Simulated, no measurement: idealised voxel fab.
process module | voxel tone inversion
cross-section cut | 265 nm wide | cells 5 nm
A cross-section is a grid of square cells, given in bands from the top down. A band is one or more rows of cells.
Each band's line starts with the height of the band's top and of its bottom, in nm. Then come its materials from left to right, each with its width in nm. One material with "throughout" fills the band from edge to edge. "air" is empty space.
Height 0 is the level under which the wafer as received is all one material. The lowest band goes on downwards, as in "0 down".
A width such as "30 to 40" changes by the same amount from each row of cells to the next, from the band's top row to its bottom row.
"no change" after a step means that no cell of the cross-section changed.
closed voids: empty space of 8 cells or more with no open way to the top, each as width x height at its distance from the left edge, in nm
after a step's settings: what the simulator itself notes on the step
overlay nm, on a step with a mask: how far to the right of its planned place the mask lay; to the left if negative
plan
1 op RECEIVE | material Si
2 op CONFORMAL_DEP | material SiCN | thk nm 5
3 op DIRECTIONAL_DEP | material aC | thk nm 20
4 op PATTERN | tone cover | mask id POSTS | material resist | width nm 15 | pitch nm 35 | thk nm 25 | overlay nm 0
5 op DIRECTIONAL_ETCH | etch materials aC | depth nm 20
6 op STRIP | etch materials resist
7 op FILL_DEP | material SiO2 | thk nm 5
8 op CMP | height nm 25
9 op STRIP | etch materials aC
as received, after step 1
  0 down: Si throughout
  closed voids: none
first wafer at the end, as planned
  25 to 5: SiO2 105 | air 15 | SiO2 20 | air 15 | SiO2 110
  5 to 0: SiCN throughout
  0 down: Si throughout
  closed voids: none
second wafer at the end: like start, like plan, one mistake
  25 to 5: air 105 | SiO2 15 | air 20 | SiO2 15 | air 110
  5 to 0: SiCN throughout
  0 down: Si throughout
  closed voids: none
what went wrong: step 4 ran as: op PATTERN | tone open | mask id POSTS | material resist | width nm 15 | pitch nm 35 | thk nm 25 | overlay nm 0
at the end the second wafer has, in cells: 164 fewer of SiO2
